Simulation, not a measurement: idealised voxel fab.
Process module in this document: voxel wiring stack
The cross-section on display is named cut; it measures 300 nm wide, and its cells are 5 nm squares.
For the purposes of this document, a cross-section shall be understood as a grid of square cells, specified as bands listed in top-to-bottom order, each band consisting of one or more rows of cells. Look at the band entry: it leads with the top's height and the bottom's height in nm. Then it lists the materials left to right, with a width in nm for each. The word "full width" on a single material says that material fills the band edge to edge. The word "empty" is empty space. All heights in this document are referenced to 0, defined as the level beneath which the wafer, as received, consists entirely of one material. The lowest band is not bounded below; it extends indefinitely downward and is written in the form "0 and below". You'd read "30..40" like this: the band's top row of cells is as wide as the first number, its bottom row is as wide as the second, and going down, every row changes width by the same amount as the row before did. Take "no modifications" at face value: in the step it is given for, the cross-section changed in none of its cells. Listed in "Encapsulated voids": every empty space of 8 or more cells without an open way to the top. Form: width x height at distance, the distance being from the left edge, all in nm. The remark found on a step's line after its settings is issued by the simulator itself and pertains to that step. overlay nm: right-of-plan distance of the mask on a masked step; negative values mean left-of-plan.
## Process steps (planned)
1) op RECEIVE | material Si
2) op CONFORMAL_DEP | material SiO2 | thk nm 15
3) op CONFORMAL_DEP | material SiN | thk nm 5
4) op DIRECTIONAL_DEP | material lowk | thk nm 25
5) op DIRECTIONAL_DEP | material aC | thk nm 10
6) op PATTERN | tone open | mask id METAL_1 | material resist | width nm 30 | pitch nm 55 | thk nm 30 | overlay nm 0
7) op DIRECTIONAL_ETCH | etch materials aC | depth nm 10
8) op STRIP | etch materials resist
9) op DIRECTIONAL_ETCH | etch materials lowk | depth nm 25
10) op DIRECTIONAL_ETCH | etch materials SiN | depth nm 5
11) op STRIP | etch materials aC
12) op CONFORMAL_DEP | material TiN | thk nm 5
13) op FILL_DEP | material Cu | thk nm 5
14) op CMP | height nm 45
15) op CONFORMAL_DEP | material SiCN | thk nm 5
16) op DIRECTIONAL_DEP | material lowk | thk nm 15
17) op MASKED_ETCH | tone open | mask id PLUG_1 | width nm 15 | pitch nm 55 | etch materials lowk | depth nm 15 | overlay nm 0
18) op MASKED_ETCH | tone open | mask id PLUG_1 | width nm 15 | pitch nm 55 | etch materials SiCN | depth nm 5 | overlay nm 0
19) op EPI | material Ru | thk nm 10
20) op EPI | material Ru | thk nm 10
21) op DIRECTIONAL_DEP | material TiN | thk nm 5
22) op DIRECTIONAL_DEP | material Ru | thk nm 15
23) op DIRECTIONAL_DEP | material aC | thk nm 15
24) op PATTERN | tone cover | mask id METAL_2 | material resist | width nm 30 | pitch nm 55 | thk nm 35 | overlay nm 0
25) op DIRECTIONAL_ETCH | etch materials aC | depth nm 15
26) op STRIP | etch materials resist
27) op DIRECTIONAL_ETCH | etch materials Ru | depth nm 15
28) op DIRECTIONAL_ETCH | etch materials TiN | depth nm 5
29) op STRIP | etch materials aC
30) op CONFORMAL_DEP | material SiCN | thk nm 5
31) op FILL_DEP | material SiO2 | thk nm 5
32) op CMP | height nm 85
33) op CONFORMAL_DEP | material SiCN | thk nm 5
34) op DIRECTIONAL_DEP | material SiO2 | thk nm 20
35) op PATTERN | tone open | mask id PLUG_2 | material resist | width nm 15 | pitch nm 55 | thk nm 15 | overlay nm 0
36) op DIRECTIONAL_ETCH | etch materials SiO2 | depth nm 20
37) op DIRECTIONAL_ETCH | etch materials SiCN | depth nm 5
38) op STRIP | etch materials resist
39) op CONFORMAL_DEP | material TiN | thk nm 5
40) op FILL_DEP | material Ru | thk nm 10
41) op CMP | height nm 110
42) op CONFORMAL_DEP | material SiCN | thk nm 5
43) op DIRECTIONAL_DEP | material lowk | thk nm 20
44) op PATTERN | tone open | mask id METAL_3 | material resist | width nm 20 | pitch nm 55 | thk nm 15 | overlay nm 0
45) op DIRECTIONAL_ETCH | etch materials lowk | depth nm 20
46) op DIRECTIONAL_ETCH | etch materials SiCN | depth nm 5
47) op STRIP | etch materials resist
48) op CONFORMAL_DEP | material TiN | thk nm 5
49) op FILL_DEP | material Ru | thk nm 5
50) op CMP | height nm 135
51) op CONFORMAL_DEP | material SiCN | thk nm 5
52) op DIRECTIONAL_DEP | material SiO2 | thk nm 20
53) op DIRECTIONAL_DEP | material aC | thk nm 10
54) op PATTERN | tone open | mask id PLUG_3 | material resist | width nm 15 | pitch nm 55 | thk nm 25 | overlay nm 0
55) op DIRECTIONAL_ETCH | etch materials aC | depth nm 10
56) op STRIP | etch materials resist
57) op DIRECTIONAL_ETCH | etch materials SiO2 | depth nm 20
58) op DIRECTIONAL_ETCH | etch materials SiCN | depth nm 5
59) op STRIP | etch materials aC
60) op CONFORMAL_DEP | material TiN | thk nm 5
61) op FILL_DEP | material W | thk nm 5
62) op CMP | height nm 160
63) op CONFORMAL_DEP | material SiCN | thk nm 5
64) op DIRECTIONAL_DEP | material SiO2 | thk nm 15
65) op MASKED_ETCH | tone open | mask id METAL_4 | width nm 30 | pitch nm 55 | etch materials SiO2 | depth nm 15 | overlay nm 0
66) op MASKED_ETCH | tone open | mask id METAL_4 | width nm 30 | pitch nm 55 | etch materials SiCN | depth nm 5 | overlay nm 0
67) op CONFORMAL_DEP | material TiN | thk nm 5
68) op FILL_DEP | material Ru | thk nm 5
69) op CMP | height nm 180
70) op EPI | material Ru | thk nm 5
71) op FILL_DEP | material SiCN | thk nm 5
The wafers are alike at the start. At step 44, their width nm differs. The plan lists the first wafer's value.
## Cross-section of the first of several received wafers, showing its state after step 1
    0 and below: Si full width
    Encapsulated voids: none
## First of several wafers in cross-section at module end, following the final step, step 71
    190 down to 185: SiCN full width
    185 down to 180: 75 nm SiCN, then 40 nm Ru, then 15 nm SiCN, then 40 nm Ru, then 15 nm SiCN, then 40 nm Ru, then 75 nm SiCN
    180 down to 165: 80 nm SiO2, then 5 nm TiN, then 20 nm Ru, then 5 nm TiN, then 25 nm SiO2, then 5 nm TiN, then 20 nm Ru, then 5 nm TiN, then 25 nm SiO2, then 5 nm TiN, then 20 nm Ru, then 5 nm TiN, then 80 nm SiO2
    165 down to 160: 80 nm SiCN, then 30 nm TiN, then 25 nm SiCN, then 30 nm TiN, then 25 nm SiCN, then 30 nm TiN, then 80 nm SiCN
    160 down to 140: 80 nm SiO2, then 5 nm TiN, then 5 nm W, then 5 nm TiN, then 40 nm SiO2, then 5 nm TiN, then 5 nm W, then 5 nm TiN, then 40 nm SiO2, then 5 nm TiN, then 5 nm W, then 5 nm TiN, then 95 nm SiO2
    140 down to 135: 80 nm SiCN, then 15 nm TiN, then 40 nm SiCN, then 15 nm TiN, then 40 nm SiCN, then 15 nm TiN, then 95 nm SiCN
    135 down to 115: 85 nm lowk, then 5 nm TiN, then 10 nm Ru, then 5 nm TiN, then 35 nm lowk, then 5 nm TiN, then 10 nm Ru, then 5 nm TiN, then 35 nm lowk, then 5 nm TiN, then 10 nm Ru, then 5 nm TiN, then 85 nm lowk
    115 down to 110: 85 nm SiCN, then 20 nm TiN, then 35 nm SiCN, then 20 nm TiN, then 35 nm SiCN, then 20 nm TiN, then 85 nm SiCN
    110 down to 90: 80 nm SiO2, then 5 nm TiN, then 5 nm Ru, then 5 nm TiN, then 40 nm SiO2, then 5 nm TiN, then 5 nm Ru, then 5 nm TiN, then 40 nm SiO2, then 5 nm TiN, then 5 nm Ru, then 5 nm TiN, then 95 nm SiO2
    90 down to 85: 80 nm SiCN, then 15 nm TiN, then 40 nm SiCN, then 15 nm TiN, then 40 nm SiCN, then 15 nm TiN, then 95 nm SiCN
    85 down to 70: 75 nm SiO2, then 5 nm SiCN, then 30 nm Ru, then 5 nm SiCN, then 15 nm SiO2, then 5 nm SiCN, then 30 nm Ru, then 5 nm SiCN, then 15 nm SiO2, then 5 nm SiCN, then 30 nm Ru, then 5 nm SiCN, then 75 nm SiO2
    70 down to 65: 80 nm SiCN, then 30 nm TiN, then 25 nm SiCN, then 30 nm TiN, then 25 nm SiCN, then 30 nm TiN, then 80 nm SiCN
    65 down to 50: 80 nm lowk, then 15 nm Ru, then 40 nm lowk, then 15 nm Ru, then 40 nm lowk, then 15 nm Ru, then 95 nm lowk
    50 down to 45: 80 nm SiCN, then 15 nm Ru, then 40 nm SiCN, then 15 nm Ru, then 40 nm SiCN, then 15 nm Ru, then 95 nm SiCN
    45 down to 20: 80 nm lowk, then 5 nm TiN, then 20 nm Cu, then 5 nm TiN, then 25 nm lowk, then 5 nm TiN, then 20 nm Cu, then 5 nm TiN, then 25 nm lowk, then 5 nm TiN, then 20 nm Cu, then 5 nm TiN, then 80 nm lowk
    20 down to 15: 80 nm SiN, then 30 nm TiN, then 25 nm SiN, then 30 nm TiN, then 25 nm SiN, then 30 nm TiN, then 80 nm SiN
    15 down to 0: SiO2 full width
    0 and below: Si full width
    Encapsulated voids: none
## Cross-section, last wafer, module completion
    190 down to 185: SiCN full width
    185 down to 180: 75 nm SiCN, then 40 nm Ru, then 15 nm SiCN, then 40 nm Ru, then 15 nm SiCN, then 40 nm Ru, then 75 nm SiCN
    180 down to 165: 80 nm SiO2, then 5 nm TiN, then 20 nm Ru, then 5 nm TiN, then 25 nm SiO2, then 5 nm TiN, then 20 nm Ru, then 5 nm TiN, then 25 nm SiO2, then 5 nm TiN, then 20 nm Ru, then 5 nm TiN, then 80 nm SiO2
    165 down to 160: 80 nm SiCN, then 30 nm TiN, then 25 nm SiCN, then 30 nm TiN, then 25 nm SiCN, then 30 nm TiN, then 80 nm SiCN
    160 down to 140: 80 nm SiO2, then 5 nm TiN, then 5 nm W, then 5 nm TiN, then 40 nm SiO2, then 5 nm TiN, then 5 nm W, then 5 nm TiN, then 40 nm SiO2, then 5 nm TiN, then 5 nm W, then 5 nm TiN, then 95 nm SiO2
    140 down to 135: 80 nm SiCN, then 15 nm TiN, then 40 nm SiCN, then 15 nm TiN, then 40 nm SiCN, then 15 nm TiN, then 95 nm SiCN
    135 down to 115: 75 nm lowk, then 5 nm TiN, then 30 nm Ru, then 5 nm TiN, then 15 nm lowk, then 5 nm TiN, then 30 nm Ru, then 5 nm TiN, then 15 nm lowk, then 5 nm TiN, then 30 nm Ru, then 5 nm TiN, then 75 nm lowk
    115 down to 110: 75 nm SiCN, then 40 nm TiN, then 15 nm SiCN, then 40 nm TiN, then 15 nm SiCN, then 40 nm TiN, then 75 nm SiCN
    110 down to 90: 80 nm SiO2, then 5 nm TiN, then 5 nm Ru, then 5 nm TiN, then 40 nm SiO2, then 5 nm TiN, then 5 nm Ru, then 5 nm TiN, then 40 nm SiO2, then 5 nm TiN, then 5 nm Ru, then 5 nm TiN, then 95 nm SiO2
    90 down to 85: 80 nm SiCN, then 15 nm TiN, then 40 nm SiCN, then 15 nm TiN, then 40 nm SiCN, then 15 nm TiN, then 95 nm SiCN
    85 down to 70: 75 nm SiO2, then 5 nm SiCN, then 30 nm Ru, then 5 nm SiCN, then 15 nm SiO2, then 5 nm SiCN, then 30 nm Ru, then 5 nm SiCN, then 15 nm SiO2, then 5 nm SiCN, then 30 nm Ru, then 5 nm SiCN, then 75 nm SiO2
    70 down to 65: 80 nm SiCN, then 30 nm TiN, then 25 nm SiCN, then 30 nm TiN, then 25 nm SiCN, then 30 nm TiN, then 80 nm SiCN
    65 down to 50: 80 nm lowk, then 15 nm Ru, then 40 nm lowk, then 15 nm Ru, then 40 nm lowk, then 15 nm Ru, then 95 nm lowk
    50 down to 45: 80 nm SiCN, then 15 nm Ru, then 40 nm SiCN, then 15 nm Ru, then 40 nm SiCN, then 15 nm Ru, then 95 nm SiCN
    45 down to 20: 80 nm lowk, then 5 nm TiN, then 20 nm Cu, then 5 nm TiN, then 25 nm lowk, then 5 nm TiN, then 20 nm Cu, then 5 nm TiN, then 25 nm lowk, then 5 nm TiN, then 20 nm Cu, then 5 nm TiN, then 80 nm lowk
    20 down to 15: 80 nm SiN, then 30 nm TiN, then 25 nm SiN, then 30 nm TiN, then 25 nm SiN, then 30 nm TiN, then 80 nm SiN
    15 down to 0: SiO2 full width
    0 and below: Si full width
    Encapsulated voids: none
## Basically each wafer gets a line in the table, showing it at the end of the module: material by material, the cells it gained (+) or lost (-) since we got it, then its closed voids
width nm 20, +60 Cu, +186 Ru, +399 SiCN, +42 SiN, +822 SiO2, +204 TiN, +12 W, +555 lowk, Encapsulated voids: none
width nm 25, +60 Cu, +198 Ru, +396 SiCN, +42 SiN, +822 SiO2, +207 TiN, +12 W, +543 lowk, Encapsulated voids: none
width nm 30, +60 Cu, +210 Ru, +393 SiCN, +42 SiN, +822 SiO2, +210 TiN, +12 W, +531 lowk, Encapsulated voids: none
width nm 35, +60 Cu, +222 Ru, +390 SiCN, +42 SiN, +822 SiO2, +213 TiN, +12 W, +519 lowk, Encapsulated voids: none
width nm 40, +60 Cu, +234 Ru, +387 SiCN, +42 SiN, +822 SiO2, +216 TiN, +12 W, +507 lowk, Encapsulated voids: none
